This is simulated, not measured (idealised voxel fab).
You're looking at the process module voxel ribs on slabs.
Xsec cut, 145 nm wide, square cell size 5 nm.
Each cross-section below is a grid of square cells, stated as bands in top-down order, with one or more rows of cells making up each band. For a band, the entry starts with two heights in nm, that of the top and then that of the bottom, and carries on with the band's materials in order from left to right, each alongside its width in nm; the word "all across" beside a single material means it fills the band edge to edge, and "air" means empty space. Heads up on the height convention: 0 is the point under which the incoming wafer is all one material, and the lowest band has no bottom, it just keeps going down, like "0 -> down". You'd read "30->40" like this: the band's top row of cells is as wide as the first number, its bottom row is as wide as the second, and going down, every row changes width by the same amount as the row before did. "remained the same" for a step: no cell of the cross-section changed in that step. Voids not open to the top, 8 cells minimum: see "Entrapped void list". Written width x height at distance; distance is from the left edge; nm. Formally, on a step line, whatever follows the settings is a remark that the simulator itself makes on the step. On any step carrying a mask, the "overlay nm" setting, if present on the step's line, tells how far right of its planned place the mask lay; negative values point to the left.
### Steps planned for the process
1) RECEIVE with material Si
2) DIRECTIONAL_DEP with material SiO2, thk nm 30
3) DIRECTIONAL_DEP with material polySi, thk nm 15
4) MASKED_ETCH with tone cover, mask id RIB, width nm 25, etch materials polySi, depth nm 5, overlay nm 0
5) PATTERN with tone cover, mask id SLAB, material resist, width nm 65, thk nm 20, overlay nm 0
6) DIRECTIONAL_ETCH with etch materials polySi, depth nm 10
7) STRIP with etch materials resist
8) FILL_DEP with material SiO2, thk nm 30
9) CMP with height nm 65
10) DIRECTIONAL_DEP with material TiN, thk nm 10
11) PATTERN with tone cover, mask id HEATER, material resist, width nm 35, thk nm 15, overlay nm 0
12) DIRECTIONAL_ETCH with etch materials TiN, depth nm 10
13) STRIP with etch materials resist
14) CONFORMAL_DEP with material SiO2, thk nm 5
### Cross-section of the wafer as it came to us, i.e., already through step 1
* 0 -> down = Si all across
* Entrapped void list: none
### Starting wafer: above. Plan: above. Run: one mistake. Cross-section after the module: below
* 80 -> 75 = air 50 nm  SiO2 45 nm  air 50 nm
* 75 -> 70 = air 50 nm  SiO2 5 nm  TiN 35 nm  SiO2 5 nm  air 50 nm
* 70 -> 65 = SiO2 55 nm  TiN 35 nm  SiO2 55 nm
* 65 -> 40 = SiO2 all across
* 40 -> 35 = polySi 40 nm  SiO2 65 nm  polySi 40 nm
* 35 -> 30 = polySi 40 nm  SiO2 20 nm  polySi 25 nm  SiO2 20 nm  polySi 40 nm
* 30 -> 0 = SiO2 all across
* 0 -> down = Si all across
* Entrapped void list: none
Against the plan, the run slipped here: in deviation from the planned setting, step 5 was conducted as PATTERN with tone open, mask id SLAB, material resist, width nm 65, thk nm 20, overlay nm 0
